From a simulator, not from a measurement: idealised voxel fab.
The process module presented herein is designated voxel spacer lines.
Xsec cut, 210 nm wide, square cell size 5 nm.
In this document a cross-section is written as a grid of square cells. It is given as a series of bands, listed from the top down, and a band is one or more rows of cells. Band entry format. Leading values: height of top, height of bottom, nm. Remainder: materials in left-to-right order, each with its width in nm. Special words: "all across" on a single material, which then fills the band edge to edge; "air", empty space. Ref level 0: as-received wafer is one material below here. Bottom band extends down with no lower bound ("0..down"). A width such as "30..40" changes by the same amount from each row of cells to the next, from the band's top row to its bottom row. "nothing changed" after a step means that no cell of the cross-section changed. Reported under the label "Listed closed voids" are the empty spaces having no open way to the top and comprising 8 cells or more; the notation for each is width x height at distance, in which the distance is measured from the left edge and all three values are in nm. Whatever follows a step's settings on its line is a remark the simulator itself makes about that step. A step line may carry the setting "overlay nm", which, for steps involving a mask, states the distance by which the mask lay to the right of its intended position; negative values denote displacement to the left.

Steps planned for the process
1,op RECEIVE | material Si
2,op CONFORMAL_DEP | material Al2O3 | thk nm 5
3,op DIRECTIONAL_DEP | material polySi | thk nm 20
4,op DIRECTIONAL_DEP | material aC | thk nm 30
5,op PATTERN | tone cover | mask id MANDREL | material resist | width nm 25 | pitch nm 70 | thk nm 40 | overlay nm 0
6,op DIRECTIONAL_ETCH | etch materials aC | depth nm 30
7,op STRIP | etch materials resist
8,op CONFORMAL_DEP | material SiN | thk nm 10
9,op DIRECTIONAL_ETCH | etch materials SiN | depth nm 10
10,op STRIP | etch materials aC
11,op DIRECTIONAL_ETCH | etch materials polySi | depth nm 20
12,op STRIP | etch materials SiN
13,op FILL_DEP | material SiO2 | thk nm 5
14,op CMP | height nm 25

The first of a set of two wafers, run to plan

Cross-section of the wafer at receipt, which is the condition after step 1
	0..down  Si all across
	Listed closed voids: none

Cross-section of the wafer subsequent to step 2
	5..0  Al2O3 all across
	Under 0: no change, same as before.

Cross-section of the wafer subsequent to step 3
	25..5  polySi all across
	Under 5: no change, same as before.

Cross-section of the wafer subsequent to step 4
	55..25  aC all across
	Under 25: no change, same as before.

Cross-section of the wafer subsequent to step 5
	95..55  air (55), then resist (25), then air (45), then resist (25), then air (60)
	Under 55: no change, same as before.

Cross-section of the wafer subsequent to step 6
	65..55  air (55), then resist (25), then air (45), then resist (25), then air (60)
	55..25  air (55), then aC (25), then air (45), then aC (25), then air (60)
	Under 25: no change, same as before.

Cross-section of the wafer subsequent to step 7
	55..25  air (55), then aC (25), then air (45), then aC (25), then air (60)
	Under 25: no change, same as before.

Cross-section of the wafer subsequent to step 8
	65..55  air (45), then SiN (45), then air (25), then SiN (45), then air (50)
	55..35  air (45), then SiN (10), then aC (25), then SiN (10), then air (25), then SiN (10), then aC (25), then SiN (10), then air (50)
	35..25  SiN (55), then aC (25), then SiN (45), then aC (25), then SiN (60)
	Under 25: no change, same as before.

Cross-section of the wafer subsequent to step 9
	55..25  air (45), then SiN (10), then aC (25), then SiN (10), then air (25), then SiN (10), then aC (25), then SiN (10), then air (50)
	Under 25: no change, same as before.

Cross-section of the wafer subsequent to step 10
	55..25  air (45), then SiN (10), then air (25), then SiN (10), then air (25), then SiN (10), then air (25), then SiN (10), then air (50)
	Under 25: no change, same as before.

Cross-section of the wafer subsequent to step 11
	55..25  air (45), then SiN (10), then air (25), then SiN (10), then air (25), then SiN (10), then air (25), then SiN (10), then air (50)
	25..5  air (45), then polySi (10), then air (25), then polySi (10), then air (25), then polySi (10), then air (25), then polySi (10), then air (50)
	Under 5: no change, same as before.

Cross-section of the wafer subsequent to step 12
	25..5  air (45), then polySi (10), then air (25), then polySi (10), then air (25), then polySi (10), then air (25), then polySi (10), then air (50)
	Under 5: no change, same as before.

Cross-section of the wafer subsequent to step 13
	30..25  SiO2 all across
	25..5  SiO2 (45), then polySi (10), then SiO2 (25), then polySi (10), then SiO2 (25), then polySi (10), then SiO2 (25), then polySi (10), then SiO2 (50)
	Under 5: no change, same as before.

Cross-section of the wafer subsequent to step 14
	25..5  SiO2 (45), then polySi (10), then SiO2 (25), then polySi (10), then SiO2 (25), then polySi (10), then SiO2 (25), then polySi (10), then SiO2 (50)
	Under 5: no change, same as before.

Wafer two. Same start, same plan, one slip in execution. Same as wafer one through step 13, inclusive

Second wafer shown in cross-section at the time step 14 was slated to end
	25..5  SiO2 (45), then polySi (10), then SiO2 (25), then polySi (10), then SiO2 (25), then polySi (10), then SiO2 (25), then polySi (10), then SiO2 (50)
	Under 5: no change, same as before.
The plan and the run diverged here: regarding the plan, step 14 was run twice
Outcome: the two wafer cross-sections end up identical, and the model's computation is unaffected by the mistake.
